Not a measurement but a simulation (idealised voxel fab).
Process module, titled voxel released beams
Shown is cross-section cut, with a width of 190 nm and square cells of size 5 nm.
In this document a cross-section is written as a grid of square cells. It is given as a series of bands, listed from the top down, and a band is one or more rows of cells. In this notation a band is specified by the heights of its top and bottom, in that order and in nm, after which its materials appear from left to right, each paired with its width in nm. The word "edge to edge" attached to a single material means that material fills the band from edge to edge; the word "empty" stands for empty space. Note: height 0 marks the level under which the wafer is uniformly one material as received. Lowest band unbounded below, written "z 0 and below". The width entry "30 to 40" should be interpreted row by row: the top row of cells in the band takes the first number, the bottom row takes the second number, and the change between adjacent rows is uniform throughout. A step reported as "changes: none" is a step in which no cell of the cross-section changed. In the "Closed void catalog" entry, you get each enclosed empty space of 8 cells or more, one with no open way to the top, written width x height at distance, distance from the left edge, in nm. Step line, after settings: the simulator's comment on this step. The optional step-line setting "overlay nm" applies to steps with a mask and quantifies how far to the right of its planned location the mask lay, a negative value indicating leftward placement.

[Intended process steps]
1. RECEIVE,material Si
2. CONFORMAL_DEP,material SiN,thk nm 10
3. DIRECTIONAL_DEP,material SiO2,thk nm 10
4. DIRECTIONAL_DEP,material aC,thk nm 15
5. PATTERN,tone open,mask id ANCHOR,material resist,width nm 35,thk nm 35,overlay nm 0
6. DIRECTIONAL_ETCH,etch materials aC,depth nm 15
7. STRIP,etch materials resist
8. DIRECTIONAL_ETCH,etch materials SiO2,depth nm 10
9. STRIP,etch materials aC
10. CONFORMAL_DEP,material TiN,thk nm 10
11. DIRECTIONAL_DEP,material aC,thk nm 10
12. PATTERN,tone cover,mask id BEAM,material resist,width nm 100,thk nm 30,overlay nm 0
13. DIRECTIONAL_ETCH,etch materials aC,depth nm 10
14. STRIP,etch materials resist
15. DIRECTIONAL_ETCH,etch materials TiN,depth nm 10
16. STRIP,etch materials aC
17. STRIP,etch materials SiO2

[As-received state of the wafer in cross-section, equivalent to post-step 1]
	z 0 and below  Si edge to edge
	Closed void catalog: none

[Here's the cross-section of the first of our two wafers at the end of the module - it ran as planned]
	z 30 to 20  40 nm empty, 15 nm TiN, 15 nm empty, 70 nm TiN, 50 nm empty
	z 20 to 10  45 nm empty, 35 nm TiN, 110 nm empty
	z 10 to 0  SiN edge to edge
	z 0 and below  Si edge to edge
	Closed void catalog: none

[Same start, same plan as the first wafer - but one mistake in the run. Cross-section of the second of the two at the end of the module]
	z 30 to 20  50 nm empty, 5 nm TiN, 15 nm empty, 80 nm TiN, 40 nm empty
	z 20 to 10  45 nm empty, 35 nm TiN, 110 nm empty
	z 10 to 0  SiN edge to edge
	z 0 and below  Si edge to edge
	Closed void catalog: none
Run error: step 12: run off-plan, actual operation and settings PATTERN,tone cover,mask id BEAM,material resist,width nm 100,thk nm 30,overlay nm 10
End check, second vs first wafer: material counts in cells match, positions do not.
